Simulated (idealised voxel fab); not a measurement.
Module name: voxel plated lines (process module)
Pictured: cross-section cut, 255 nm wide, on a grid of 5 nm square cells.
Bands, listed from the top down, are how a cross-section gets written in this document; the cross-section itself is a grid of square cells, and a band is one or more rows of them.
It is stipulated that each band's entry specify, in nanometres, the height of the top of the band and then that of its bottom, followed by the materials of the band in left-to-right sequence, each together with its width in nanometres. A single material marked by the word "full width" is understood to fill the band from edge to edge; the word "empty" is understood to denote empty space.
The level at which height equals 0 is the one under which the wafer, as it arrives, is entirely one material. No lower edge exists for the bottom band, which continues downward and is notated as in "from 0 down".
Top row gets the first number, bottom row gets the second, and each row in between changes by the same step: that is how a band width like "30 to 40" works.
"no modification" for a step: no cell of the cross-section changed in that step.
Entry "Enclosed empty spaces". Content: empty spaces with no open connection to the top, size 8 cells or greater. Each: width x height at distance. Distance: from left edge. Unit: nm.
Note: text after step settings on the step line = simulator remark on that step.
The optional step-line setting "overlay nm" applies to steps with a mask and quantifies how far to the right of its planned location the mask lay, a negative value indicating leftward placement.
Below is the list of planned process steps
1,RECEIVE: material Si
2,CONFORMAL_DEP: material Al2O3, thk nm 15
3,DIRECTIONAL_DEP: material TiN, thk nm 5
4,PATTERN: tone open, mask id LINES, material resist, width nm 15, pitch nm 40, thk nm 30, overlay nm 0
5,EPI: material Ru, thk nm 10
6,EPI: material Ru, thk nm 5
7,STRIP: etch materials resist
8,DIRECTIONAL_ETCH: etch materials TiN, depth nm 5
9,CONFORMAL_DEP: material SiO2, thk nm 5
First of two wafers - as planned
Cross-section of the wafer at receipt, which is the condition after step 1
	from 0 down | Si full width
	Enclosed empty spaces: none
Once step 2 is through, the wafer looks like this in cross-section
	from 15 to 0 | Al2O3 full width
	Whatever lies below 0 is exactly as it was before.
Once step 3 is through, the wafer looks like this in cross-section
	from 20 to 15 | TiN full width
	Whatever lies below 15 is exactly as it was before.
Once step 4 is through, the wafer looks like this in cross-section
	from 50 to 20 | resist=100  empty=15  resist=25  empty=15  resist=100
	Whatever lies below 20 is exactly as it was before.
Once step 5 is through, the wafer looks like this in cross-section
	from 50 to 30 | resist=100  empty=15  resist=25  empty=15  resist=100
	from 30 to 20 | resist=100  Ru=15  resist=25  Ru=15  resist=100
	Whatever lies below 20 is exactly as it was before.
Once step 6 is through, the wafer looks like this in cross-section
	from 50 to 35 | resist=100  empty=15  resist=25  empty=15  resist=100
	from 35 to 20 | resist=100  Ru=15  resist=25  Ru=15  resist=100
	Whatever lies below 20 is exactly as it was before.
Once step 7 is through, the wafer looks like this in cross-section
	from 35 to 20 | empty=100  Ru=15  empty=25  Ru=15  empty=100
	Whatever lies below 20 is exactly as it was before.
Once step 8 is through, the wafer looks like this in cross-section
	from 35 to 20 | empty=100  Ru=15  empty=25  Ru=15  empty=100
	from 20 to 15 | empty=100  TiN=15  empty=25  TiN=15  empty=100
	Whatever lies below 15 is exactly as it was before.
Once step 9 is through, the wafer looks like this in cross-section
	from 40 to 35 | empty=95  SiO2=25  empty=15  SiO2=25  empty=95
	from 35 to 20 | empty=95  SiO2=5  Ru=15  SiO2=5  empty=15  SiO2=5  Ru=15  SiO2=5  empty=95
	from 20 to 15 | SiO2=100  TiN=15  SiO2=25  TiN=15  SiO2=100
	Whatever lies below 15 is exactly as it was before.
For the second wafer, take the first wafer's start and plan, then add one mistake made in running it; everything through step 3, that step included, is shared with the first
X-section, second wafer, when step 4 was due to finish
	from 50 to 20 | resist=100  empty=20  resist=20  empty=20  resist=95
	Whatever lies below 20 is exactly as it was before.
X-section, second wafer, when step 5 was due to finish
	from 50 to 30 | resist=100  empty=20  resist=20  empty=20  resist=95
	from 30 to 20 | resist=100  Ru=20  resist=20  Ru=20  resist=95
	Whatever lies below 20 is exactly as it was before.
X-section, second wafer, when step 6 was due to finish
	from 50 to 35 | resist=100  empty=20  resist=20  empty=20  resist=95
	from 35 to 20 | resist=100  Ru=20  resist=20  Ru=20  resist=95
	Whatever lies below 20 is exactly as it was before.
X-section, second wafer, when step 7 was due to finish
	from 35 to 20 | empty=100  Ru=20  empty=20  Ru=20  empty=95
	Whatever lies below 20 is exactly as it was before.
X-section, second wafer, when step 8 was due to finish
	from 35 to 20 | empty=100  Ru=20  empty=20  Ru=20  empty=95
	from 20 to 15 | empty=100  TiN=20  empty=20  TiN=20  empty=95
	Whatever lies below 15 is exactly as it was before.
X-section, second wafer, when step 9 was due to finish
	from 40 to 35 | empty=95  SiO2=30  empty=10  SiO2=30  empty=90
	from 35 to 20 | empty=95  SiO2=5  Ru=20  SiO2=5  empty=10  SiO2=5  Ru=20  SiO2=5  empty=90
	from 20 to 15 | SiO2=100  TiN=20  SiO2=20  TiN=20  SiO2=95
	Whatever lies below 15 is exactly as it was before.
Processing error: heads up, step 4 didn't go per plan, it actually ran as PATTERN: tone open, mask id LINES, material resist, width nm 20, pitch nm 40, thk nm 30, overlay nm 0
Once processing is complete, comparing cell counts shows that the second wafer has more or fewer of certain materials than the first: Ru: 6 more | TiN: 2 more
